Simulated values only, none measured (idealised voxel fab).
Title: Process Module voxel capacitor over wiring
Displayed cross-section: cut, width of 235 nm, square cells sized 5 nm.
When this document writes out a cross-section, it uses a grid of square cells and lists it as bands, beginning at the top and moving down, with a band standing for one or more rows of cells.
A band entry consists of two parts. The first gives the height of the band's top and the height of its bottom, in nm. The rest lists the band's materials from left to right, each with its width in nm. A single material labelled with the word "all across" fills the band from edge to edge, and the word "air" marks empty space.
Height 0 is the level under which the wafer as received is all one material. The lowest band goes on downwards, as in "0..down".
The expression "30 to 40" gives the width at the extremes of the band, the first number at its top row of cells and the second at its bottom row, with the width changing by equal amounts from each row to the next in between.
Basically "remained the same" means that step didn't change any cell in the cross-section.
Closed empty spaces (no open way to the top) of 8 cells or more are what "Closed void register" lists, each as width x height at distance from the left edge, nm for all three.
The remark found on a step's line after its settings is issued by the simulator itself and pertains to that step.
A step's line can hold "overlay nm"; with a mask on that step, the setting says how far right of the planned place the mask lay, while a negative setting says it lay to the left.
Below is the list of planned process steps:
| 1 | RECEIVE | material Si |
| 2 | CONFORMAL_DEP | material SiO2 | thk nm 10 |
| 3 | DIRECTIONAL_DEP | material TiN | thk nm 5 |
| 4 | DIRECTIONAL_DEP | material Ru | thk nm 25 |
| 5 | MASKED_ETCH | tone cover | mask id METAL_1 | width nm 30 | pitch nm 95 | etch materials Ru | depth nm 25 | overlay nm 0 |
| 6 | MASKED_ETCH | tone cover | mask id METAL_1 | width nm 30 | pitch nm 95 | etch materials TiN | depth nm 5 | overlay nm 0 |
| 7 | CONFORMAL_DEP | material SiCN | thk nm 5 |
| 8 | FILL_DEP | material SiO2 | thk nm 5 |
| 9 | CMP | height nm 40 |
| 10 | CONFORMAL_DEP | material SiCN | thk nm 5 |
| 11 | DIRECTIONAL_DEP | material SiO2 | thk nm 20 |
| 12 | PATTERN | tone open | mask id PLUG_1 | material resist | width nm 15 | thk nm 20 | overlay nm 0 |
| 13 | DIRECTIONAL_ETCH | etch materials SiO2 | depth nm 20 |
| 14 | DIRECTIONAL_ETCH | etch materials SiCN | depth nm 5 |
| 15 | STRIP | etch materials resist |
| 16 | CONFORMAL_DEP | material TiN | thk nm 5 |
| 17 | FILL_DEP | material W | thk nm 10 |
| 18 | CMP | height nm 65 |
| 19 | DIRECTIONAL_DEP | material TiN | thk nm 10 |
| 20 | DIRECTIONAL_DEP | material Al2O3 | thk nm 5 |
| 21 | DIRECTIONAL_DEP | material TiN | thk nm 10 |
| 22 | MASKED_ETCH | tone cover | mask id UPPER_PLATE | width nm 70 | etch materials TiN | depth nm 10 | overlay nm 0 |
| 23 | MASKED_ETCH | tone cover | mask id UPPER_PLATE | width nm 70 | etch materials Al2O3 | depth nm 5 | overlay nm 0 |
| 24 | MASKED_ETCH | tone cover | mask id LOWER_PLATE | width nm 80 | etch materials TiN | depth nm 10 | overlay nm 0 |
| 25 | FILL_DEP | material SiO2 | thk nm 20 |
| 26 | CMP | height nm 105 |
| 27 | DIRECTIONAL_DEP | material aC | thk nm 10 |
| 28 | PATTERN | tone open | mask id PLUG_2 | material resist | width nm 15 | thk nm 30 | overlay nm 0 |
| 29 | DIRECTIONAL_ETCH | etch materials aC | depth nm 10 |
| 30 | STRIP | etch materials resist |
| 31 | DIRECTIONAL_ETCH | etch materials SiO2 | depth nm 15 |
| 32 | STRIP | etch materials aC |
| 33 | CONFORMAL_DEP | material TiN | thk nm 5 |
| 34 | FILL_DEP | material Ru | thk nm 5 |
| 35 | CMP | height nm 105 |
| 36 | CONFORMAL_DEP | material SiCN | thk nm 5 |
Delivered wafer in cross-section: state after step 1:
  0..down: Si all across
  Closed void register: none
This is how the wafer looks in cross-section once the module is done, given the starting state and plan above and one mistake in carrying the plan out:
  110..105: SiCN all across
  105..100: SiO2 (80); TiN (5); Ru (5); TiN (5); SiO2 (140)
  100..95: SiO2 (80); TiN (15); SiO2 (140)
  95..85: SiO2 (70); TiN (70); SiO2 (95)
  85..80: SiO2 (70); Al2O3 (70); SiO2 (95)
  80..70: SiO2 (65); TiN (80); SiO2 (90)
  70..65: TiN all across
  65..45: SiO2 (70); TiN (5); W (5); TiN (5); SiO2 (150)
  45..40: SiCN (70); TiN (15); SiCN (150)
  40..15: SiO2 (50); SiCN (5); Ru (30); SiCN (5); SiO2 (55); SiCN (5); Ru (30); SiCN (5); SiO2 (50)
  15..10: SiCN (55); TiN (30); SiCN (65); TiN (30); SiCN (55)
  10..0: SiO2 all across
  0..down: Si all across
  Closed void register: none
Which mistake was made when the wafer was run? step 19 did not use the planned setting and instead ran as DIRECTIONAL_DEP | material TiN | thk nm 15
